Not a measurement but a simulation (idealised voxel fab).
Process module in this document: voxel capacitor over wiring
Square cell edge 5 nm, section width 250 nm, ID cut.
Cross-section = grid of square cells, listed top down in bands; band = one or more rows. Band: top and bottom heights (nm) first, top before bottom; then materials from left to right, widths in nm. "edge to edge" marks a sole material filling the band edge to edge. "air" denotes empty space. Counting heights begins at 0, where everything beneath is, in the wafer as received, one material. The lowest band has no bottom; it goes on downwards, as "0 nm and below" shows. So if you see something like "30 to 40" for the width, read it as the top row of the band sitting at the first number and the bottom row at the second, with every row in between moving by the same amount as the last. Where a step carries "identical to before", the cross-section came out of it unchanged, cell for cell. The list in "Voids, enclosed" covers empty spaces of 8 cells or more that cannot reach the top through any open way, and it gives each as width x height at distance; the distance is from the left edge, and width, height and distance are in nm. That trailing text on a step's line, after the settings, is the simulator's own remark on the step. What "overlay nm" on a step's line means: if the step has a mask, that mask lay this far to the right of its planned place, or, when the value is negative, to the left.

### Planned step list for the process
- 1: RECEIVE,material Si
- 2: CONFORMAL_DEP,material SiO2,thk nm 10
- 3: CONFORMAL_DEP,material SiCN,thk nm 5
- 4: DIRECTIONAL_DEP,material lowk,thk nm 20
- 5: PATTERN,tone open,mask id METAL_1,material resist,width nm 30,pitch nm 100,thk nm 15,overlay nm 0
- 6: DIRECTIONAL_ETCH,etch materials lowk,depth nm 20
- 7: DIRECTIONAL_ETCH,etch materials SiCN,depth nm 5
- 8: STRIP,etch materials resist
- 9: CONFORMAL_DEP,material TiN,thk nm 5
- 10: FILL_DEP,material W,thk nm 5
- 11: CMP,height nm 35
- 12: CONFORMAL_DEP,material SiCN,thk nm 5
- 13: DIRECTIONAL_DEP,material lowk,thk nm 10
- 14: PATTERN,tone open,mask id PLUG_1,material resist,width nm 15,thk nm 20,overlay nm 0
- 15: DIRECTIONAL_ETCH,etch materials lowk,depth nm 10
- 16: DIRECTIONAL_ETCH,etch materials SiCN,depth nm 5
- 17: STRIP,etch materials resist
- 18: EPI,material Ru,thk nm 10
- 19: EPI,material Ru,thk nm 5
- 20: DIRECTIONAL_DEP,material TiN,thk nm 5
- 21: DIRECTIONAL_DEP,material HfO2,thk nm 5
- 22: DIRECTIONAL_DEP,material TiN,thk nm 10
- 23: DIRECTIONAL_DEP,material aC,thk nm 10
- 24: PATTERN,tone cover,mask id UPPER_PLATE,material resist,width nm 75,thk nm 30,overlay nm 0
- 25: DIRECTIONAL_ETCH,etch materials aC,depth nm 10
- 26: STRIP,etch materials resist
- 27: DIRECTIONAL_ETCH,etch materials TiN,depth nm 10
- 28: DIRECTIONAL_ETCH,etch materials HfO2,depth nm 5
- 29: STRIP,etch materials aC
- 30: DIRECTIONAL_DEP,material aC,thk nm 15
- 31: PATTERN,tone cover,mask id LOWER_PLATE,material resist,width nm 85,thk nm 30,overlay nm 0
- 32: DIRECTIONAL_ETCH,etch materials aC,depth nm 15
- 33: STRIP,etch materials resist
- 34: DIRECTIONAL_ETCH,etch materials TiN,depth nm 5
- 35: STRIP,etch materials aC
- 36: FILL_DEP,material SiO2,thk nm 15
- 37: CMP,height nm 80
- 38: DIRECTIONAL_DEP,material aC,thk nm 10
- 39: PATTERN,tone open,mask id PLUG_2,material resist,width nm 15,thk nm 25,overlay nm 0
- 40: DIRECTIONAL_ETCH,etch materials aC,depth nm 10
- 41: STRIP,etch materials resist
- 42: DIRECTIONAL_ETCH,etch materials SiO2,depth nm 10
- 43: STRIP,etch materials aC
- 44: CONFORMAL_DEP,material TiN,thk nm 5
- 45: FILL_DEP,material W,thk nm 5
- 46: CMP,height nm 80
- 47: CONFORMAL_DEP,material SiCN,thk nm 5

### As-received wafer cross-section (after step 1)
* 0 nm and below | Si edge to edge
* Voids, enclosed: none

### Looking at the first of two wafers in cross-section at end of module - ran to plan
* 85 nm to 80 nm | SiCN edge to edge
* 80 nm to 75 nm | 85 nm SiO2 | 5 nm TiN | 5 nm W | 5 nm TiN | 150 nm SiO2
* 75 nm to 70 nm | 85 nm SiO2 | 15 nm TiN | 150 nm SiO2
* 70 nm to 60 nm | 75 nm SiO2 | 75 nm TiN | 100 nm SiO2
* 60 nm to 55 nm | 75 nm SiO2 | 75 nm HfO2 | 100 nm SiO2
* 55 nm to 50 nm | 70 nm SiO2 | 85 nm TiN | 95 nm SiO2
* 50 nm to 40 nm | 75 nm lowk | 15 nm Ru | 160 nm lowk
* 40 nm to 35 nm | 75 nm SiCN | 15 nm Ru | 160 nm SiCN
* 35 nm to 15 nm | 60 nm lowk | 5 nm TiN | 20 nm W | 5 nm TiN | 70 nm lowk | 5 nm TiN | 20 nm W | 5 nm TiN | 60 nm lowk
* 15 nm to 10 nm | 60 nm SiCN | 30 nm TiN | 70 nm SiCN | 30 nm TiN | 60 nm SiCN
* 10 nm to 0 nm | SiO2 edge to edge
* 0 nm and below | Si edge to edge
* Voids, enclosed: none

### Module end: cross-section of wafer two of two. Same start and process plan as the first wafer. One mistake during execution
* 85 nm to 80 nm | SiCN edge to edge
* 80 nm to 75 nm | 85 nm SiO2 | 15 nm TiN | 150 nm SiO2
* 75 nm to 65 nm | 75 nm SiO2 | 75 nm TiN | 100 nm SiO2
* 65 nm to 60 nm | 70 nm SiO2 | 85 nm TiN | 95 nm SiO2
* 60 nm to 55 nm | HfO2 edge to edge
* 55 nm to 50 nm | TiN edge to edge
* 50 nm to 40 nm | 75 nm lowk | 15 nm Ru | 160 nm lowk
* 40 nm to 35 nm | 75 nm SiCN | 15 nm Ru | 160 nm SiCN
* 35 nm to 15 nm | 60 nm lowk | 5 nm TiN | 20 nm W | 5 nm TiN | 70 nm lowk | 5 nm TiN | 20 nm W | 5 nm TiN | 60 nm lowk
* 15 nm to 10 nm | 60 nm SiCN | 30 nm TiN | 70 nm SiCN | 30 nm TiN | 60 nm SiCN
* 10 nm to 0 nm | SiO2 edge to edge
* 0 nm and below | Si edge to edge
* Voids, enclosed: none
Diagnosis: in deviation from the planned setting, step 22 was conducted as DIRECTIONAL_DEP,material TiN,thk nm 15
Heads up, by the end the second wafer has more or fewer cells of some materials compared to the first: HfO2 +35, SiO2 -82, TiN +48, W -1
